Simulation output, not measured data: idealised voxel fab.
The process module presented herein is designated voxel self aligned vias.
The figure presents cross-section cut, which has a width of 205 nm and is divided into square cells with an edge length of 5 nm.
In what follows, cross-sections appear as grids of square cells, described through bands that run from the top down, where every band is one or more rows of cells. Band: top height; bottom height; in nm. Then, left to right: material with width in nm, for each material. "edge to edge": a single material spanning edge to edge. "empty": empty space. Zero point of the height axis is 0; under it, received wafer = one material. Lowest band: continues down indefinitely, "0 and below". Note: "30->40" means the width goes from the first number (top row of the band) to the second number (bottom row) in equal steps per row of cells. Basically "no modification" means that step didn't change any cell in the cross-section. The entry "Closed internal cavities" lists the empty spaces that cover at least 8 cells and have no open path to the top. Each is written as width x height at distance, where the distance is measured from the left edge and all three values are in nm. Anything after a step's settings on that line? It's the simulator's own note about the step. The optional step-line setting "overlay nm" applies to steps with a mask and quantifies how far to the right of its planned location the mask lay, a negative value indicating leftward placement.
-- Below is the list of planned process steps
- 1: RECEIVE: material Si
- 2: CONFORMAL_DEP: material SiO2, thk nm 10
- 3: CONFORMAL_DEP: material SiCN, thk nm 5
- 4: DIRECTIONAL_DEP: material lowk, thk nm 20
- 5: PATTERN: tone open, mask id LINES, material resist, width nm 25, pitch nm 65, thk nm 20, overlay nm 0
- 6: DIRECTIONAL_ETCH: etch materials lowk, depth nm 20
- 7: STRIP: etch materials resist
- 8: CONFORMAL_DEP: material TiN, thk nm 5
- 9: FILL_DEP: material Ru, thk nm 5
- 10: CMP: height nm 35
- 11: SELECTIVE_ETCH: etch materials W Ru TiN, depth nm 10
- 12: FILL_DEP: material SiN, thk nm 5
- 13: CMP: height nm 35
- 14: DIRECTIONAL_DEP: material lowk, thk nm 15
- 15: DIRECTIONAL_DEP: material aC, thk nm 10
- 16: PATTERN: tone open, mask id VIAS, material resist, width nm 45, thk nm 25, overlay nm 0
- 17: DIRECTIONAL_ETCH: etch materials aC, depth nm 10
- 18: STRIP: etch materials resist
- 19: DIRECTIONAL_ETCH: etch materials lowk, depth nm 15
- 20: DIRECTIONAL_ETCH: etch materials SiN, depth nm 10
- 21: STRIP: etch materials aC
- 22: CONFORMAL_DEP: material TiN, thk nm 5
- 23: FILL_DEP: material Cu, thk nm 5
- 24: CMP: height nm 50
- 25: CONFORMAL_DEP: material SiN, thk nm 5
-- So this is the incoming wafer in cross-section - it's already been through step 1
0 and below  Si edge to edge
Closed internal cavities: none
-- The cross-section shown corresponds to the wafer at the conclusion of the module. The initial structure and the process plan are those presented above; however, one mistake occurred in executing the plan
55 down to 50  SiN edge to edge
50 down to 35  lowk: 45, TiN: 5, Cu: 35, TiN: 5, lowk: 115
35 down to 30  lowk: 45, TiN: 5, Cu: 35, TiN: 5, lowk: 30, SiN: 25, lowk: 60
30 down to 25  lowk: 45, TiN: 45, lowk: 30, SiN: 25, lowk: 60
25 down to 20  lowk: 45, TiN: 15, Ru: 15, TiN: 15, lowk: 30, TiN: 5, Ru: 15, TiN: 5, lowk: 60
20 down to 15  lowk: 55, TiN: 25, lowk: 40, TiN: 25, lowk: 60
15 down to 10  SiCN edge to edge
10 down to 0  SiO2 edge to edge
0 and below  Si edge to edge
Closed internal cavities: none
What was the processing mistake? step 19 of the plan was performed twice
